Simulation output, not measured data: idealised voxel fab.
Process module, titled voxel lift off
For reference, the cross-section in this document is cut, with width 220 nm and square cells of 5 nm.
In this document a cross-section is written as a grid of square cells. It is given as a series of bands, listed from the top down, and a band is one or more rows of cells.
Each band's line starts with the height of the band's top and of its bottom, in nm. Then come its materials from left to right, each with its width in nm. One material with "everywhere" fills the band from edge to edge. "empty" is empty space.
Height 0 is the level under which the wafer as received is all one material. The lowest band goes on downwards, as in "0 -> down".
Read "30 to 40" as a graded width: first number on top, second number at the bottom, same change between each pair of neighbouring rows.
Given "no modifications" for a step, no cell of the cross-section differs between before and after that step.
The entry titled "Closed void catalog" provides the empty spaces that have no open way to the top, restricted to those of 8 cells or more. Each is presented as width x height at distance, the distance being measured from the left edge, with all three in nm.
Note: text after step settings on the step line = simulator remark on that step.
overlay nm: for a step with a mask, the amount by which the mask lay right of where it was planned; a negative amount means left of it.

# This section lists the process steps that were planned
| 1 | RECEIVE,material Si |
| 2 | CONFORMAL_DEP,material SiN,thk nm 5 |
| 3 | PATTERN,tone open,mask id LINES,material resist,width nm 15,pitch nm 50,thk nm 20,overlay nm 0 |
| 4 | DIRECTIONAL_DEP,material Ru,thk nm 10 |
| 5 | STRIP,etch materials resist |
| 6 | CONFORMAL_DEP,material SiCN,thk nm 10 |
Split variable: width nm, step 3. Plan value = first wafer. Wafers start alike.

# The as-received cross-section of the first of several wafers corresponds to the state after step 1
  0 -> down = Si everywhere
  Closed void catalog: none

# For your reference, the table is organized with a row per wafer; each row reflects the wafer at the end of the module, indicating for each material the cells gained (+) or lost (-) since receipt, and thereafter its closed voids
width nm 15, +24 Ru, +120 SiCN, +44 SiN, Closed void catalog: none
width nm 20, +32 Ru, +120 SiCN, +44 SiN, Closed void catalog: none
width nm 25, +40 Ru, +120 SiCN, +44 SiN, Closed void catalog: none
width nm 30, +48 Ru, +120 SiCN, +44 SiN, Closed void catalog: none
width nm 35, +56 Ru, +114 SiCN, +44 SiN, Closed void catalog: none
